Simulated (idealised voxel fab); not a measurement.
A process module follows: voxel self aligned vias.
In the cross-section labelled cut, the width is 165 nm and each square cell is 5 nm.
Cross-section, as written here: a square-cell grid given band by band from the top down, where a band holds one or more rows of cells. Basically the band line says how high the top is and how high the bottom is, in nm, and then what's in it from left to right, every material with its width in nm. Empty space shows up as "air", and if a single material carries "everywhere" it runs the full band edge to edge. For the purposes of this specification, 0 denotes the height below which the wafer in its as-received condition is composed wholly of one material, and the lowermost band, lacking a lower limit, extends downward without end, as expressed in "0 -> down". A two-number width, for instance "30..40", indicates that the width is equal to the first number in the top row of the band and to the second number in the bottom row, and that it changes by a constant amount per row of cells. "no modifications", as given for a step, is the statement that not any cell of the cross-section underwent a change during that step. "Closed void inventory": empty spaces of 8 cells or more with no open way to the top, each given as width x height at distance, distance from the left edge, all in nm. Whatever follows a step's settings on its line is a remark the simulator itself makes about that step. When a step includes a mask, the "overlay nm" setting on its line states how far to the right of its planned place that mask lay, and negative values state how far to the left.
These are the steps we planned for the process
- 1: RECEIVE with material Si
- 2: CONFORMAL_DEP with material SiO2, thk nm 15
- 3: CONFORMAL_DEP with material SiCN, thk nm 5
- 4: DIRECTIONAL_DEP with material SiO2, thk nm 20
- 5: MASKED_ETCH with tone open, mask id LINES, width nm 20, pitch nm 55, etch materials SiO2, depth nm 20, overlay nm 0
- 6: CONFORMAL_DEP with material TiN, thk nm 5
- 7: FILL_DEP with material Ru, thk nm 5
- 8: CMP with height nm 40
- 9: SELECTIVE_ETCH with etch materials W Ru TiN, depth nm 5
- 10: FILL_DEP with material SiN, thk nm 10
- 11: CMP with height nm 40
- 12: DIRECTIONAL_DEP with material SiO2, thk nm 20
- 13: DIRECTIONAL_DEP with material aC, thk nm 10
- 14: PATTERN with tone open, mask id VIAS, material resist, width nm 30, thk nm 30, overlay nm 0
- 15: DIRECTIONAL_ETCH with etch materials aC, depth nm 10
- 16: STRIP with etch materials resist
- 17: DIRECTIONAL_ETCH with etch materials SiO2, depth nm 20
- 18: DIRECTIONAL_ETCH with etch materials SiN, depth nm 5
- 19: STRIP with etch materials aC
- 20: CONFORMAL_DEP with material TiN, thk nm 5
- 21: FILL_DEP with material Cu, thk nm 5
- 22: CMP with height nm 60
- 23: CONFORMAL_DEP with material SiCN, thk nm 5
Step 1 complete: cross-section of the wafer as received
- 0 -> down = Si everywhere
- Closed void inventory: none
First of two wafers at the end of the module, shown in cross-section; run carried out as planned
- 65 -> 60 = SiCN everywhere
- 60 -> 45 = 40 SiO2 | 5 TiN | 20 Cu | 5 TiN | 95 SiO2
- 45 -> 40 = 40 SiO2 | 10 TiN | 10 Cu | 10 TiN | 95 SiO2
- 40 -> 35 = 45 SiO2 | 20 TiN | 35 SiO2 | 20 SiN | 45 SiO2
- 35 -> 25 = 45 SiO2 | 5 TiN | 10 Ru | 5 TiN | 35 SiO2 | 5 TiN | 10 Ru | 5 TiN | 45 SiO2
- 25 -> 20 = 45 SiO2 | 20 TiN | 35 SiO2 | 20 TiN | 45 SiO2
- 20 -> 15 = SiCN everywhere
- 15 -> 0 = SiO2 everywhere
- 0 -> down = Si everywhere
- Closed void inventory: none
Presented here is a cross-section of the second of the two wafers as it stood at the end of the module. It was started in the same manner and assigned the same plan as the first wafer; however, one mistake was made in its execution
- 65 -> 60 = SiCN everywhere
- 60 -> 40 = 40 SiO2 | 5 TiN | 20 Cu | 5 TiN | 95 SiO2
- 40 -> 35 = 40 SiN | 30 TiN | 95 SiN
- 35 -> 20 = 45 SiO2 | 5 TiN | 10 Ru | 5 TiN | 35 SiO2 | 5 TiN | 10 Ru | 5 TiN | 45 SiO2
- 20 -> 15 = 45 SiO2 | 20 TiN | 35 SiO2 | 20 TiN | 45 SiO2
- 15 -> 0 = SiO2 everywhere
- 0 -> down = Si everywhere
- Closed void inventory: none
Diagnosis: no execution of plan step 3; skipped
Per the end-of-run cell counts, the second wafer holds more or fewer of some materials than the first: 2 more of Cu; 4 more of Ru; 33 fewer of SiCN; 23 more of SiN; 4 more of TiN
